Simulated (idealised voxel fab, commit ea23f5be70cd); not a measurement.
process module | voxel double patterning
cross-section cut | 240 nm wide | cells 5 nm
A cross-section is a grid of square cells, given in bands from the top down. A band is one or more rows of cells.
Each band's line starts with the height of the band's top and of its bottom, in nm. Then come its materials from left to right, each with its width in nm. One material with "throughout" fills the band from edge to edge. "air" is empty space.
Height 0 is the level under which the wafer as received is all one material. The lowest band goes on downwards, as in "0 down".
A width such as "30 to 40" changes by the same amount from each row of cells to the next, from the band's top row to its bottom row.
"no change" after a step means that no cell of the cross-section changed.
closed voids: empty space of 8 cells or more with no open way to the top, each as width x height at its distance from the left edge, in nm
after a step's settings: what the simulator itself notes on the step
overlay nm, on a step with a mask: how far to the right of its planned place the mask lay; to the left if negative
plan
1 op RECEIVE | material Si
2 op CONFORMAL_DEP | material SiO2 | thk nm 5
3 op DIRECTIONAL_DEP | material polySi | thk nm 15
4 op DIRECTIONAL_DEP | material SiCN | thk nm 5
5 op MASKED_ETCH | tone open | mask id FIRST | width nm 15 | pitch nm 50 | etch materials SiCN | depth nm 5 | overlay nm -15
6 op DIRECTIONAL_DEP | material aC | thk nm 10
7 op PATTERN | tone open | mask id SECOND | material resist | width nm 15 | pitch nm 50 | thk nm 25 | overlay nm 0
8 op DIRECTIONAL_ETCH | etch materials aC | depth nm 10
9 op STRIP | etch materials resist
10 op DIRECTIONAL_ETCH | etch materials SiCN | depth nm 5
11 op STRIP | etch materials aC
12 op DIRECTIONAL_ETCH | etch materials polySi | depth nm 15
13 op STRIP | etch materials SiCN
varied across the wafers: overlay nm of step 5. The plan shows the first wafer's value. All wafers start alike
first wafer as received, after step 1
  0 down: Si throughout
  closed voids: none
first wafer at the end, after step 13
  20 to 5: polySi 45 | air 15 | polySi 25 | air 25 | polySi 25 | air 25 | polySi 80
  5 to 0: SiO2 throughout
  0 down: Si throughout
  closed voids: none
last wafer at the end
  20 to 5: polySi 75 | air 25 | polySi 25 | air 25 | polySi 25 | air 15 | polySi 50
  5 to 0: SiO2 throughout
  0 down: Si throughout
  closed voids: none
each wafer at the end: cells of each material gained (+) or lost (-) since it was received, then its closed voids
overlay nm -15 | +48 SiO2 | +105 polySi | closed voids: none
overlay nm -10 | +48 SiO2 | +99 polySi | closed voids: none
overlay nm -5 | +48 SiO2 | +99 polySi | closed voids: none
overlay nm 0 | +48 SiO2 | +99 polySi | closed voids: none
overlay nm 5 | +48 SiO2 | +99 polySi | closed voids: none
overlay nm 10 | +48 SiO2 | +99 polySi | closed voids: none
overlay nm 15 | +48 SiO2 | +105 polySi | closed voids: none
